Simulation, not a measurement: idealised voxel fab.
Process module under the name voxel ribs on slabs
Displayed cross-section: cut, width of 185 nm, square cells sized 5 nm.
The cross-sections in this document take the form of a grid made of square cells. They are written out as bands, in order from top to bottom. Each band consists of one or more rows of cells. Read a band's entry like this: the first values are the height of its top and the height of its bottom in nm, and what follows is the sequence of materials from left to right, each with its width in nm. Note that "air" is empty space, and that a single material marked "all across" reaches across the band from edge to edge. Measure heights from 0. That's the level where, below it, the as-received wafer is all one material. The lowest band is bottomless and extends downward; write it as in "0 -> down". Top row gets the first number, bottom row gets the second, and each row in between changes by the same step: that is how a band width like "30 to 40" works. "no alterations made" after a step means that no cell of the cross-section changed. Entry "Fully closed voids" = empty spaces >= 8 cells with no open way to the top; each as width x height at distance, distance from left edge, all nm. Anything after a step's settings on that line? It's the simulator's own note about the step. The "overlay nm" setting may appear on a step's line; for a step that uses a mask, it gives how far to the right of its planned position the mask lay, and a negative value indicates the left.
Set out below are the planned steps of the process:
1) op RECEIVE | material Si
2) op DIRECTIONAL_DEP | material SiO2 | thk nm 25
3) op DIRECTIONAL_DEP | material SiN | thk nm 20
4) op MASKED_ETCH | tone cover | mask id RIB | width nm 25 | etch materials SiN | depth nm 10 | overlay nm 0
5) op MASKED_ETCH | tone cover | mask id SLAB | width nm 75 | etch materials SiN | depth nm 10 | overlay nm 0
6) op FILL_DEP | material SiO2 | thk nm 25
7) op CMP | height nm 60
8) op DIRECTIONAL_DEP | material TiN | thk nm 10
9) op MASKED_ETCH | tone cover | mask id HEATER | width nm 35 | etch materials TiN | depth nm 10 | overlay nm 0
10) op CONFORMAL_DEP | material SiO2 | thk nm 5
Cross-section: wafer on arrival = after step 1:
> 0 -> down | Si all across
> Fully closed voids: none
first wafer at the end, as planned:
> 75 -> 70 | air 70, then SiO2 45, then air 70
> 70 -> 65 | air 70, then SiO2 5, then TiN 35, then SiO2 5, then air 70
> 65 -> 60 | SiO2 75, then TiN 35, then SiO2 75
> 60 -> 45 | SiO2 all across
> 45 -> 35 | SiO2 80, then SiN 25, then SiO2 80
> 35 -> 25 | SiO2 55, then SiN 75, then SiO2 55
> 25 -> 0 | SiO2 all across
> 0 -> down | Si all across
> Fully closed voids: none
End-of-module cross-section of the second wafer: identical starting point and process plan to the first, with one processing mistake:
> 70 -> 65 | air 70, then SiO2 45, then air 70
> 65 -> 60 | SiO2 75, then TiN 35, then SiO2 75
> 60 -> 45 | SiO2 all across
> 45 -> 35 | SiO2 80, then SiN 25, then SiO2 80
> 35 -> 25 | SiO2 55, then SiN 75, then SiO2 55
> 25 -> 0 | SiO2 all across
> 0 -> down | Si all across
> Fully closed voids: none
Misprocessing identified: heads up, step 8 didn't go per plan, it actually ran as op DIRECTIONAL_DEP | material TiN | thk nm 5
At the finish, the second wafer shows more or fewer cells for some materials than the first does: -2 SiO2 | -7 TiN
